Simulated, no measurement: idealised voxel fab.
Process module heading - voxel self aligned vias
In the cross-section labelled cut, the width is 300 nm and each square cell is 5 nm.
Cross-sections here: square-cell grids, written as top-down lists of bands, a band being one or more rows of cells.
A band entry consists of two parts. The first gives the height of the band's top and the height of its bottom, in nm. The rest lists the band's materials from left to right, each with its width in nm. A single material labelled with the word "all across" fills the band from edge to edge, and the word "blank" marks empty space.
Where do heights start? At 0: under that level the wafer as delivered is made of one material only. And the lowest band has no floor; it just carries on downward, as in "z 0 and below".
When a width is written as two numbers, as in "30..40", the first number is the width in the top row of cells of the band and the second is the width in its bottom row, and the width changes by the same amount from each row to the next.
The cross-section has no changed cell in any step marked "nothing altered".
Basically, "Closed cavities" tells you about the enclosed voids: empty spaces with no open way to the top, 8 cells or bigger, each written width x height at distance, where distance is from the left edge, all in nm.
Note: text after step settings on the step line = simulator remark on that step.
What "overlay nm" on a step's line means: if the step has a mask, that mask lay this far to the right of its planned place, or, when the value is negative, to the left.
-- Process steps (planned)
1. RECEIVE (material Si)
2. CONFORMAL_DEP (material SiO2; thk nm 10)
3. CONFORMAL_DEP (material SiCN; thk nm 5)
4. DIRECTIONAL_DEP (material lowk; thk nm 30)
5. MASKED_ETCH (tone open; mask id LINES; width nm 20; pitch nm 70; etch materials lowk; depth nm 30; overlay nm 0)
6. CONFORMAL_DEP (material TiN; thk nm 5)
7. FILL_DEP (material Ru; thk nm 10)
8. CMP (height nm 45)
9. SELECTIVE_ETCH (etch materials W Ru TiN; depth nm 10)
10. FILL_DEP (material SiN; thk nm 5)
11. CMP (height nm 45)
12. DIRECTIONAL_DEP (material lowk; thk nm 20)
13. DIRECTIONAL_DEP (material aC; thk nm 15)
14. PATTERN (tone open; mask id VIAS; material resist; width nm 40; pitch nm 140; thk nm 30; overlay nm 0)
15. DIRECTIONAL_ETCH (etch materials aC; depth nm 15)
16. STRIP (etch materials resist)
17. DIRECTIONAL_ETCH (etch materials lowk; depth nm 20)
18. DIRECTIONAL_ETCH (etch materials SiN; depth nm 10)
19. STRIP (etch materials aC)
20. CONFORMAL_DEP (material TiN; thk nm 5)
21. FILL_DEP (material Cu; thk nm 5)
22. CMP (height nm 65)
23. CONFORMAL_DEP (material SiCN; thk nm 5)
-- Wafer as received: cross-section following step 1
> z 0 and below = Si all across
> Closed cavities: none
-- One mistake in running the module, otherwise start and plan as above: cross-section at the end
> z 70 to 65 = SiCN all across
> z 65 to 45 = lowk (60) | TiN (5) | Cu (30) | TiN (5) | lowk (100) | TiN (5) | Cu (30) | TiN (5) | lowk (60)
> z 45 to 40 = lowk (60) | TiN (5) | Cu (30) | TiN (5) | lowk (40) | SiN (20) | lowk (40) | TiN (5) | Cu (30) | TiN (5) | lowk (60)
> z 40 to 35 = lowk (60) | TiN (40) | lowk (40) | SiN (20) | lowk (40) | TiN (40) | lowk (60)
> z 35 to 25 = lowk (60) | TiN (15) | Ru (10) | TiN (15) | lowk (40) | TiN (5) | Ru (10) | TiN (5) | lowk (40) | TiN (15) | Ru (10) | TiN (15) | lowk (60)
> z 25 to 20 = lowk (70) | TiN (5) | Ru (10) | TiN (5) | lowk (50) | TiN (5) | Ru (10) | TiN (5) | lowk (50) | TiN (5) | Ru (10) | TiN (5) | lowk (70)
> z 20 to 15 = lowk (70) | TiN (20) | lowk (50) | TiN (20) | lowk (50) | TiN (20) | lowk (70)
> z 15 to 10 = SiCN all across
> z 10 to 0 = SiO2 all across
> z 0 and below = Si all across
> Closed cavities: none
What was done differently from what was planned? plan step 17 was conducted twice
